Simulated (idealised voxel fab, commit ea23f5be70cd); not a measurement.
Process module heading - voxel self aligned vias
The cross-section shown here is cut; it is 255 nm wide and divided into square cells measuring 5 nm on a side.
Cross-sections here: square-cell grids, written as top-down lists of bands, a band being one or more rows of cells.
Heads up on the band format: heights come first, top then bottom, in nm. After that it's the materials left to right, each with its width in nm. A single material flagged "all across" fills the whole band edge to edge, and "empty" means there's empty space there.
Measure heights from 0. That's the level where, below it, the as-received wafer is all one material. The lowest band is bottomless and extends downward; write it as in "0 nm and below".
When a width is written as two numbers, as in "30 to 40", the first number is the width in the top row of cells of the band and the second is the width in its bottom row, and the width changes by the same amount from each row to the next.
No cell of the cross-section changed in a step that is given as "no modification".
"Entrapped void list" lists enclosed empty spaces (at least 8 cells, no open path upward to the top), each as width x height at distance from the left edge, in nm.
after a step's settings: what the simulator itself notes on the step
If you see "overlay nm" on a step's line and that step has a mask, it's telling you how far right of where it was planned the mask ended up; a negative number means it went left instead.
## So here's the lineup of process steps we planned
step 1: RECEIVE | material Si
step 2: CONFORMAL_DEP | material SiO2 | thk nm 10
step 3: CONFORMAL_DEP | material SiCN | thk nm 5
step 4: DIRECTIONAL_DEP | material SiO2 | thk nm 25
step 5: DIRECTIONAL_DEP | material aC | thk nm 15
step 6: PATTERN | tone open | mask id LINES | material resist | width nm 25 | pitch nm 75 | thk nm 30 | overlay nm 0
step 7: DIRECTIONAL_ETCH | etch materials aC | depth nm 15
step 8: STRIP | etch materials resist
step 9: DIRECTIONAL_ETCH | etch materials SiO2 | depth nm 25
step 10: STRIP | etch materials aC
step 11: CONFORMAL_DEP | material TiN | thk nm 5
step 12: FILL_DEP | material Ru | thk nm 5
step 13: CMP | height nm 40
step 14: SELECTIVE_ETCH | etch materials W Ru TiN | depth nm 10
step 15: FILL_DEP | material SiN | thk nm 5
step 16: CMP | height nm 40
step 17: DIRECTIONAL_DEP | material SiO2 | thk nm 15
step 18: PATTERN | tone open | mask id VIAS | material resist | width nm 45 | pitch nm 150 | thk nm 15 | overlay nm 0
step 19: DIRECTIONAL_ETCH | etch materials SiO2 | depth nm 15
step 20: DIRECTIONAL_ETCH | etch materials SiN | depth nm 10
step 21: STRIP | etch materials resist
step 22: CONFORMAL_DEP | material TiN | thk nm 5
step 23: FILL_DEP | material Cu | thk nm 10
step 24: CMP | height nm 55
step 25: CONFORMAL_DEP | material SiN | thk nm 5
## Incoming wafer, cross-sectional view, post step 1
> 0 nm and below  Si all across
> Entrapped void list: none
## Here's the wafer cut in cross-section after the module, started and planned just like above, except one thing was done wrong in the run
> 60 nm to 55 nm  SiN all across
> 55 nm to 45 nm  Cu (25) | TiN (5) | SiO2 (45) | TiN (5) | Cu (95) | TiN (5) | SiO2 (45) | TiN (5) | Cu (25)
> 45 nm to 40 nm  TiN (30) | SiO2 (45) | TiN (45) | Cu (15) | TiN (45) | SiO2 (45) | TiN (30)
> 40 nm to 35 nm  SiO2 (40) | SiN (25) | SiO2 (50) | TiN (5) | Cu (15) | TiN (5) | SiO2 (50) | SiN (25) | SiO2 (40)
> 35 nm to 30 nm  SiO2 (40) | SiN (25) | SiO2 (50) | TiN (25) | SiO2 (50) | SiN (25) | SiO2 (40)
> 30 nm to 20 nm  SiO2 (40) | TiN (5) | Ru (15) | TiN (5) | SiO2 (50) | TiN (5) | Ru (15) | TiN (5) | SiO2 (50) | TiN (5) | Ru (15) | TiN (5) | SiO2 (40)
> 20 nm to 15 nm  SiO2 (40) | TiN (25) | SiO2 (50) | TiN (25) | SiO2 (50) | TiN (25) | SiO2 (40)
> 15 nm to 10 nm  SiCN all across
> 10 nm to 0 nm  SiO2 all across
> 0 nm and below  Si all across
> Entrapped void list: none
In executing the process, a mistake was made relative to the plan: step 18 changed vs plan, executed as PATTERN | tone cover | mask id VIAS | material resist | width nm 45 | pitch nm 150 | thk nm 15 | overlay nm 0
